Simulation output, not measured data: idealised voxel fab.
Process module heading - voxel capacitor over wiring
Square cell edge 5 nm, section width 275 nm, ID cut.
How to read a cross-section here: the picture is a grid of square cells, written as bands going from the top down, and any band can span one or more rows of cells.
A band entry consists of two parts. The first gives the height of the band's top and the height of its bottom, in nm. The rest lists the band's materials from left to right, each with its width in nm. A single material labelled with the word "full width" fills the band from edge to edge, and the word "empty" marks empty space.
Zero point of the height axis is 0; under it, received wafer = one material. Lowest band: continues down indefinitely, "0 down".
Width spec "30->40" -> top row of cells at first value, bottom row at second value, equal per-row change in between.
Given "everything unchanged" for a step, no cell of the cross-section differs between before and after that step.
Voids not open to the top, 8 cells minimum: see "Non-vented voids". Written width x height at distance; distance is from the left edge; nm.
If you see something after the settings on a step's line, that's the simulator's own remark about that step.
overlay nm, on a step with a mask: how far to the right of its planned place the mask lay; to the left if negative
Set out below are the planned steps of the process
1,RECEIVE, material Si
2,CONFORMAL_DEP, material SiO2, thk nm 15
3,DIRECTIONAL_DEP, material TiN, thk nm 5
4,DIRECTIONAL_DEP, material W, thk nm 20
5,MASKED_ETCH, tone cover, mask id METAL_1, width nm 20, pitch nm 95, etch materials W, depth nm 20, overlay nm 0
6,MASKED_ETCH, tone cover, mask id METAL_1, width nm 30, pitch nm 95, etch materials TiN, depth nm 5, overlay nm 0
7,CONFORMAL_DEP, material SiCN, thk nm 5
8,FILL_DEP, material lowk, thk nm 10
9,CMP, height nm 40
10,CONFORMAL_DEP, material SiCN, thk nm 5
11,DIRECTIONAL_DEP, material SiO2, thk nm 15
12,PATTERN, tone open, mask id PLUG_1, material resist, width nm 15, thk nm 20, overlay nm 0
13,DIRECTIONAL_ETCH, etch materials SiO2, depth nm 15
14,DIRECTIONAL_ETCH, etch materials SiCN, depth nm 5
15,STRIP, etch materials resist
16,CONFORMAL_DEP, material TiN, thk nm 5
17,FILL_DEP, material Cu, thk nm 5
18,CMP, height nm 60
19,DIRECTIONAL_DEP, material TiN, thk nm 5
20,DIRECTIONAL_DEP, material Al2O3, thk nm 5
21,DIRECTIONAL_DEP, material TiN, thk nm 10
22,DIRECTIONAL_DEP, material aC, thk nm 10
23,PATTERN, tone cover, mask id UPPER_PLATE, material resist, width nm 70, thk nm 30, overlay nm 0
24,DIRECTIONAL_ETCH, etch materials aC, depth nm 10
25,STRIP, etch materials resist
26,DIRECTIONAL_ETCH, etch materials TiN, depth nm 10
27,DIRECTIONAL_ETCH, etch materials Al2O3, depth nm 5
28,STRIP, etch materials aC
29,MASKED_ETCH, tone cover, mask id LOWER_PLATE, width nm 80, etch materials TiN, depth nm 5, overlay nm 0
30,FILL_DEP, material SiO2, thk nm 20
31,CMP, height nm 95
32,DIRECTIONAL_DEP, material aC, thk nm 10
33,PATTERN, tone open, mask id PLUG_2, material resist, width nm 15, thk nm 30, overlay nm 0
34,DIRECTIONAL_ETCH, etch materials aC, depth nm 10
35,STRIP, etch materials resist
36,DIRECTIONAL_ETCH, etch materials SiO2, depth nm 15
37,STRIP, etch materials aC
38,CONFORMAL_DEP, material TiN, thk nm 5
39,FILL_DEP, material Ru, thk nm 5
40,CMP, height nm 95
41,CONFORMAL_DEP, material SiCN, thk nm 5
The wafers are alike at the start. At step 5, their width nm differs. The plan lists the first wafer's value.
The first of several wafers in cross-section, exactly as it reached us after step 1
0 down | Si full width
Non-vented voids: none
What follows is a table in which each wafer occupies a row; for the wafer as it stands at the close of the module, the row states, material by material, how many cells have been gained (+) or lost (-) since receipt, and then gives its closed voids
width nm 20, +14 Al2O3, +3 Cu, +2 Ru, +170 SiCN, +639 SiO2, +72 TiN, +32 W, +168 lowk, Non-vented voids: none
width nm 25, +14 Al2O3, +3 Cu, +2 Ru, +168 SiCN, +639 SiO2, +72 TiN, +40 W, +162 lowk, Non-vented voids: none
width nm 30, +14 Al2O3, +3 Cu, +2 Ru, +166 SiCN, +639 SiO2, +72 TiN, +48 W, +156 lowk, Non-vented voids: none
width nm 35, +14 Al2O3, +3 Cu, +2 Ru, +164 SiCN, +639 SiO2, +74 TiN, +56 W, +148 lowk, Non-vented voids: none
width nm 40, +14 Al2O3, +3 Cu, +2 Ru, +162 SiCN, +639 SiO2, +76 TiN, +64 W, +140 lowk, Non-vented voids: none
width nm 45, +14 Al2O3, +3 Cu, +2 Ru, +160 SiCN, +639 SiO2, +78 TiN, +72 W, +132 lowk, Non-vented voids: none
